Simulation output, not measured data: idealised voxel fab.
Process module name: voxel gate over fins
Shown is cross-section cut, with a width of 280 nm and square cells of size 5 nm.
A cross-section is written here as square cells arranged in a grid, and it is given in bands from the top down, each band taking up one or more rows of cells.
This entry defines a band. It first specifies the height of the band's top and the height of its bottom in nm, and then specifies the band's materials from left to right, stating each material with its width in nm. The word "edge to edge" identifies a single material that fills the band from edge to edge, while the word "empty" identifies empty space.
Zero point of the height axis is 0; under it, received wafer = one material. Lowest band: continues down indefinitely, "0..down".
Width: "30 to 40" (first number = top row, second number = bottom row, same change from row to row of cells).
Any step labelled "no change occurred" changed none of the cells in the cross-section.
"Closed void catalog": empty spaces of 8 cells or more with no open way to the top, each given as width x height at distance, distance from the left edge, all in nm.
Past the settings on a step's line: simulator remark, on that step.
If you see "overlay nm" on a step's line and that step has a mask, it's telling you how far right of where it was planned the mask ended up; a negative number means it went left instead.

-- Set out below are the planned steps of the process
1,RECEIVE [material Si]
2,CONFORMAL_DEP [material SiN] [thk nm 5]
3,MASKED_ETCH [tone cover] [mask id FINS] [width nm 15] [pitch nm 45] [etch materials SiN] [depth nm 5] [overlay nm 0]
4,MASKED_ETCH [tone cover] [mask id FINS] [width nm 15] [pitch nm 45] [etch materials Si] [depth nm 30] [overlay nm 0]
5,FILL_DEP [material SiO2] [thk nm 15]
6,CMP [height nm -5]
7,SELECTIVE_ETCH [etch materials SiO2] [depth nm 15]
8,STRIP [etch materials SiN]
9,CONFORMAL_DEP [material HfO2] [thk nm 5]
10,CONFORMAL_DEP [material TiN] [thk nm 5]
11,FILL_DEP [material W] [thk nm 10]
12,CMP [height nm 15]
13,CONFORMAL_DEP [material SiCN] [thk nm 5]
Where the wafers of this document differ is in the height nm of step 6; they start out the same, and the plan states the value that applied to the first wafer.

-- Cross-section: the first of several wafers in its as-received state, i.e. following step 1
> 0..down = Si edge to edge
> Closed void catalog: none

-- Once step 13, the last step, is complete, the module is at its end; this is the cross-section of the first of several wafers
> 20..15 = SiCN edge to edge
> 15..5 = W edge to edge
> 5..0 = W (55); TiN (35); W (10); TiN (35); W (10); TiN (35); W (10); TiN (35); W (55)
> 0..-5 = W (55); TiN (5); HfO2 (25); TiN (5); W (10); TiN (5); HfO2 (25); TiN (5); W (10); TiN (5); HfO2 (25); TiN (5); W (10); TiN (5); HfO2 (25); TiN (5); W (55)
> -5..-10 = W (55); TiN (5); HfO2 (5); Si (15); HfO2 (5); TiN (5); W (10); TiN (5); HfO2 (5); Si (15); HfO2 (5); TiN (5); W (10); TiN (5); HfO2 (5); Si (15); HfO2 (5); TiN (5); W (10); TiN (5); HfO2 (5); Si (15); HfO2 (5); TiN (5); W (55)
> -10..-15 = TiN (60); HfO2 (5); Si (15); HfO2 (5); TiN (20); HfO2 (5); Si (15); HfO2 (5); TiN (20); HfO2 (5); Si (15); HfO2 (5); TiN (20); HfO2 (5); Si (15); HfO2 (5); TiN (60)
> -15..-20 = HfO2 (65); Si (15); HfO2 (30); Si (15); HfO2 (30); Si (15); HfO2 (30); Si (15); HfO2 (65)
> -20..-30 = SiO2 (65); Si (15); SiO2 (30); Si (15); SiO2 (30); Si (15); SiO2 (30); Si (15); SiO2 (65)
> -30..down = Si edge to edge
> Closed void catalog: none

-- The module's end: a cross-section of the last wafer
> 20..15 = SiCN edge to edge
> 15..10 = TiN edge to edge
> 10..5 = HfO2 (70); TiN (5); HfO2 (40); TiN (5); HfO2 (40); TiN (5); HfO2 (40); TiN (5); HfO2 (70)
> 5..0 = SiO2 (65); HfO2 (15); SiO2 (30); HfO2 (15); SiO2 (30); HfO2 (15); SiO2 (30); HfO2 (15); SiO2 (65)
> 0..-30 = SiO2 (65); Si (15); SiO2 (30); Si (15); SiO2 (30); Si (15); SiO2 (30); Si (15); SiO2 (65)
> -30..down = Si edge to edge
> Closed void catalog: none

-- Heads up, this table goes wafer by wafer. A row tells you, at the end of the module, how many cells of each material that wafer has put on (+) or dropped (-) since it was received, and then its closed voids
height nm -5; +80 HfO2; -276 Si; +56 SiCN; +88 SiO2; +80 TiN; +196 W; Closed void catalog: none
height nm 0; +80 HfO2; -264 Si; +56 SiCN; +132 SiO2; +80 TiN; +140 W; Closed void catalog: none
height nm 5; +72 HfO2; -264 Si; +56 SiCN; +176 SiO2; +72 TiN; +112 W; Closed void catalog: none
height nm 10; +64 HfO2; -264 Si; +56 SiCN; +220 SiO2; +64 TiN; +84 W; Closed void catalog: none
height nm 15; +56 HfO2; -264 Si; +56 SiCN; +264 SiO2; +56 TiN; +56 W; Closed void catalog: none
height nm 20; +64 HfO2; -264 Si; +56 SiCN; +308 SiO2; +60 TiN; Closed void catalog: none
